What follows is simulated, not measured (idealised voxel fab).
Process module heading - voxel capacitor over wiring
The cross-section shown here is cut; it is 245 nm wide and divided into square cells measuring 5 nm on a side.
Think of the cross-section as a grid of square cells. We describe it in bands, top to bottom, and each band covers one or more rows of those cells.
Band entry format. Leading values: height of top, height of bottom, nm. Remainder: materials in left-to-right order, each with its width in nm. Special words: "full width" on a single material, which then fills the band edge to edge; "empty", empty space.
Measure heights from 0. That's the level where, below it, the as-received wafer is all one material. The lowest band is bottomless and extends downward; write it as in "0 down".
A width such as "30->40" changes by the same amount from each row of cells to the next, from the band's top row to its bottom row.
"remained unchanged" after a step means that no cell of the cross-section changed.
So "Fully sealed cavities" is basically the list of trapped voids: any empty space of 8 cells or more that can't reach the top through an opening. They're written width x height at distance, the distance being from the left edge, and it's all nm.
Anything after a step's settings on that line? It's the simulator's own note about the step.
When a step includes a mask, the "overlay nm" setting on its line states how far to the right of its planned place that mask lay, and negative values state how far to the left.

## Intended process steps
| 1 | RECEIVE (material Si) |
| 2 | CONFORMAL_DEP (material SiO2; thk nm 15) |
| 3 | CONFORMAL_DEP (material SiN; thk nm 5) |
| 4 | DIRECTIONAL_DEP (material SiO2; thk nm 15) |
| 5 | MASKED_ETCH (tone open; mask id METAL_1; width nm 30; pitch nm 100; etch materials SiO2; depth nm 15; overlay nm 0) |
| 6 | MASKED_ETCH (tone open; mask id METAL_1; width nm 30; pitch nm 100; etch materials SiN; depth nm 5; overlay nm 0) |
| 7 | CONFORMAL_DEP (material TiN; thk nm 5) |
| 8 | FILL_DEP (material W; thk nm 10) |
| 9 | CMP (height nm 35) |
| 10 | EPI (material Ru; thk nm 5) |
| 11 | FILL_DEP (material SiCN; thk nm 5) |
| 12 | DIRECTIONAL_DEP (material SiO2; thk nm 20) |
| 13 | DIRECTIONAL_DEP (material aC; thk nm 15) |
| 14 | PATTERN (tone open; mask id PLUG_1; material resist; width nm 15; thk nm 35; overlay nm 0) |
| 15 | DIRECTIONAL_ETCH (etch materials aC; depth nm 15) |
| 16 | STRIP (etch materials resist) |
| 17 | DIRECTIONAL_ETCH (etch materials SiO2; depth nm 20) |
| 18 | DIRECTIONAL_ETCH (etch materials SiCN; depth nm 5) |
| 19 | STRIP (etch materials aC) |
| 20 | CONFORMAL_DEP (material TiN; thk nm 5) |
| 21 | FILL_DEP (material Ru; thk nm 5) |
| 22 | CMP (height nm 65) |
| 23 | DIRECTIONAL_DEP (material TiN; thk nm 5) |
| 24 | DIRECTIONAL_DEP (material SiN; thk nm 5) |
| 25 | DIRECTIONAL_DEP (material TiN; thk nm 5) |
| 26 | DIRECTIONAL_DEP (material aC; thk nm 15) |
| 27 | PATTERN (tone cover; mask id UPPER_PLATE; material resist; width nm 75; thk nm 30; overlay nm 0) |
| 28 | DIRECTIONAL_ETCH (etch materials aC; depth nm 15) |
| 29 | STRIP (etch materials resist) |
| 30 | DIRECTIONAL_ETCH (etch materials TiN; depth nm 5) |
| 31 | DIRECTIONAL_ETCH (etch materials SiN; depth nm 5) |
| 32 | STRIP (etch materials aC) |
| 33 | DIRECTIONAL_DEP (material aC; thk nm 15) |
| 34 | PATTERN (tone cover; mask id LOWER_PLATE; material resist; width nm 85; thk nm 30; overlay nm 0) |
| 35 | DIRECTIONAL_ETCH (etch materials aC; depth nm 15) |
| 36 | STRIP (etch materials resist) |
| 37 | DIRECTIONAL_ETCH (etch materials TiN; depth nm 5) |
| 38 | STRIP (etch materials aC) |
| 39 | FILL_DEP (material SiO2; thk nm 20) |
| 40 | CMP (height nm 95) |
| 41 | PATTERN (tone open; mask id PLUG_2; material resist; width nm 15; thk nm 20; overlay nm 0) |
| 42 | DIRECTIONAL_ETCH (etch materials SiO2; depth nm 15) |
| 43 | STRIP (etch materials resist) |
| 44 | CONFORMAL_DEP (material TiN; thk nm 5) |
| 45 | FILL_DEP (material Ru; thk nm 10) |
| 46 | CMP (height nm 95) |
| 47 | CONFORMAL_DEP (material SiN; thk nm 5) |

## Cross-section: wafer on arrival = after step 1
> 0 down | Si full width
> Fully sealed cavities: none

## End-of-module cross-section. Starting structure and process plan as above; one mistake made in running it
> 100 to 95 | SiN full width
> 95 to 85 | SiO2 (80) / TiN (5) / Ru (5) / TiN (5) / SiO2 (150)
> 85 to 75 | SiO2 (80->70) / TiN (15->75) / SiO2 (150->100)
> 75 to 70 | SiO2 (70) / SiN (75) / SiO2 (100)
> 70 to 65 | SiO2 (65) / TiN (85) / SiO2 (95)
> 65 to 45 | SiO2 (70) / TiN (5) / Ru (5) / TiN (5) / SiO2 (160)
> 45 to 40 | SiCN (70) / TiN (15) / SiCN (160)
> 40 to 35 | Ru (60) / SiCN (20) / Ru (80) / SiCN (20) / Ru (65)
> 35 to 25 | W (50) / TiN (5) / SiO2 (30) / TiN (5) / W (60) / TiN (5) / SiO2 (30) / TiN (5) / W (55)
> 25 to 20 | TiN (55) / SiO2 (30) / TiN (70) / SiO2 (30) / TiN (60)
> 20 to 15 | SiN full width
> 15 to 0 | SiO2 full width
> 0 down | Si full width
> Fully sealed cavities: none
Which mistake was made when the wafer was run? step 5 did not use the planned setting and instead ran as MASKED_ETCH (tone cover; mask id METAL_1; width nm 30; pitch nm 100; etch materials SiO2; depth nm 15; overlay nm 0)
